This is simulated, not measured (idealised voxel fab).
process module | voxel capacitor over wiring
cross-section cut | 235 nm wide | cells 5 nm
A cross-section is a grid of square cells, given in bands from the top down. A band is one or more rows of cells.
Each band's line starts with the height of the band's top and of its bottom, in nm. Then come its materials from left to right, each with its width in nm. One material with "throughout" fills the band from edge to edge. "air" is empty space.
Height 0 is the level under which the wafer as received is all one material. The lowest band goes on downwards, as in "0 down".
A width such as "30 to 40" changes by the same amount from each row of cells to the next, from the band's top row to its bottom row.
"no change" after a step means that no cell of the cross-section changed.
closed voids: empty space of 8 cells or more with no open way to the top, each as width x height at its distance from the left edge, in nm
after a step's settings: what the simulator itself notes on the step
overlay nm, on a step with a mask: how far to the right of its planned place the mask lay; to the left if negative
plan
1 op RECEIVE | material Si
2 op CONFORMAL_DEP | material SiO2 | thk nm 10
3 op CONFORMAL_DEP | material SiCN | thk nm 5
4 op DIRECTIONAL_DEP | material lowk | thk nm 15
5 op MASKED_ETCH | tone open | mask id METAL_1 | width nm 25 | pitch nm 90 | etch materials lowk | depth nm 15 | overlay nm 0
6 op MASKED_ETCH | tone open | mask id METAL_1 | width nm 25 | pitch nm 90 | etch materials SiCN | depth nm 5 | overlay nm 0
7 op CONFORMAL_DEP | material TiN | thk nm 5
8 op FILL_DEP | material Ru | thk nm 5
9 op CMP | height nm 30
10 op CONFORMAL_DEP | material SiCN | thk nm 5
11 op DIRECTIONAL_DEP | material SiO2 | thk nm 10
12 op DIRECTIONAL_DEP | material aC | thk nm 10
13 op PATTERN | tone open | mask id PLUG_1 | material resist | width nm 15 | thk nm 25 | overlay nm 0
14 op DIRECTIONAL_ETCH | etch materials aC | depth nm 10
15 op STRIP | etch materials resist
16 op DIRECTIONAL_ETCH | etch materials SiO2 | depth nm 10
17 op DIRECTIONAL_ETCH | etch materials SiCN | depth nm 5
18 op STRIP | etch materials aC
19 op EPI | material Ru | thk nm 10
20 op EPI | material Ru | thk nm 5
21 op DIRECTIONAL_DEP | material TiN | thk nm 10
22 op DIRECTIONAL_DEP | material Al2O3 | thk nm 5
23 op DIRECTIONAL_DEP | material TiN | thk nm 5
24 op MASKED_ETCH | tone cover | mask id UPPER_PLATE | width nm 70 | etch materials TiN | depth nm 5 | overlay nm 0
25 op MASKED_ETCH | tone cover | mask id UPPER_PLATE | width nm 70 | etch materials Al2O3 | depth nm 5 | overlay nm 0
26 op MASKED_ETCH | tone cover | mask id LOWER_PLATE | width nm 80 | etch materials TiN | depth nm 10 | overlay nm 0
27 op FILL_DEP | material SiO2 | thk nm 20
28 op CMP | height nm 80
29 op MASKED_ETCH | tone open | mask id PLUG_2 | width nm 15 | etch materials SiO2 | depth nm 15 | overlay nm 0
30 op CONFORMAL_DEP | material TiN | thk nm 5
31 op FILL_DEP | material W | thk nm 10
32 op CMP | height nm 80
33 op CONFORMAL_DEP | material SiN | thk nm 5
as received, after step 1
  0 down: Si throughout
  closed voids: none
a wafer at the end: this start, this plan, one mistake
  85 to 80: SiN throughout
  80 to 70: SiO2 80 | TiN 5 | W 5 | TiN 5 | SiO2 140
  70 to 60: SiO2 80 to 70 | TiN 15 to 70 | SiO2 140 to 95
  60 to 55: SiO2 70 | Al2O3 70 | SiO2 95
  55 to 45: Ru throughout
  45 to 35: SiO2 70 | Ru 15 | SiO2 150
  35 to 30: SiCN 70 | Ru 15 | SiCN 150
  30 to 15: lowk 60 | TiN 5 | Ru 15 | TiN 5 | lowk 65 | TiN 5 | Ru 15 | TiN 5 | lowk 60
  15 to 10: SiCN 60 | TiN 25 | SiCN 65 | TiN 25 | SiCN 60
  10 to 0: SiO2 throughout
  0 down: Si throughout
  closed voids: none
what went wrong: step 21 ran as: op DIRECTIONAL_DEP | material Ru | thk nm 10
